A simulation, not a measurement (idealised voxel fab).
Documented hereafter: the process module known as voxel tone inversion.
Cross-section cut: width 175 nm, square cells of 5 nm.
Notation: cross-section as square-cell grid; stated in bands, top first, going down; one or more cell rows per band. Band: top height; bottom height; in nm. Then, left to right: material with width in nm, for each material. "throughout": a single material spanning edge to edge. "air": empty space. Height is counted from the level 0, under which the received wafer is composed throughout of one material. The lowest of the bands is not closed at the bottom but continues downward, in the notation "top 0, no bottom". Note: "30 to 40" means the width goes from the first number (top row of the band) to the second number (bottom row) in equal steps per row of cells. Reading "remained the same" for a step: not a cell of the cross-section changed in it. Heads up: "Unvented cavities" only lists the empty pockets with no open path to the top that are 8 cells or more, and it writes them as width x height at distance, distance from the left edge, in nm. Note: text after step settings on the step line = simulator remark on that step. A step's line can hold "overlay nm"; with a mask on that step, the setting says how far right of the planned place the mask lay, while a negative setting says it lay to the left.
# Steps planned for the process
1 RECEIVE with material Si
2 CONFORMAL_DEP with material SiCN, thk nm 10
3 DIRECTIONAL_DEP with material polySi, thk nm 25
4 PATTERN with tone cover, mask id POSTS, material resist, width nm 25, pitch nm 45, thk nm 30, overlay nm -15
5 DIRECTIONAL_ETCH with etch materials polySi, depth nm 25
6 STRIP with etch materials resist
7 FILL_DEP with material lowk, thk nm 5
8 CMP with height nm 35
9 STRIP with etch materials polySi
Across this set of wafers, the varied parameter is the overlay nm of step 4. Starting conditions are identical for every wafer, and the plan reports the value assigned to the first wafer.
# Cut through the first of several wafers as received, post step 1
- top 0, no bottom: Si throughout
- Unvented cavities: none
# Cross-sectional representation of the first of several wafers at the end of the module, i.e. after its terminal step, step 9
- top 35, bottom 10: 15 of lowk | 25 of air | 20 of lowk | 25 of air | 20 of lowk | 25 of air | 45 of lowk
- top 10, bottom 0: SiCN throughout
- top 0, no bottom: Si throughout
- Unvented cavities: none
# Last wafer x-sec, end of module
- top 35, bottom 10: 45 of lowk | 25 of air | 20 of lowk | 25 of air | 20 of lowk | 25 of air | 15 of lowk
- top 10, bottom 0: SiCN throughout
- top 0, no bottom: Si throughout
- Unvented cavities: none
# Here is how to read the rows: every wafer has a row, and it shows the wafer at the end of the module, giving for each material how many cells were gained (+) or lost (-) since the wafer was received, then listing its closed voids
overlay nm -15; +70 SiCN; +100 lowk; Unvented cavities: none
overlay nm -10; +70 SiCN; +100 lowk; Unvented cavities: none
overlay nm -5; +70 SiCN; +100 lowk; Unvented cavities: none
overlay nm 0; +70 SiCN; +100 lowk; Unvented cavities: none
overlay nm 5; +70 SiCN; +100 lowk; Unvented cavities: none
overlay nm 10; +70 SiCN; +100 lowk; Unvented cavities: none
overlay nm 15; +70 SiCN; +100 lowk; Unvented cavities: none
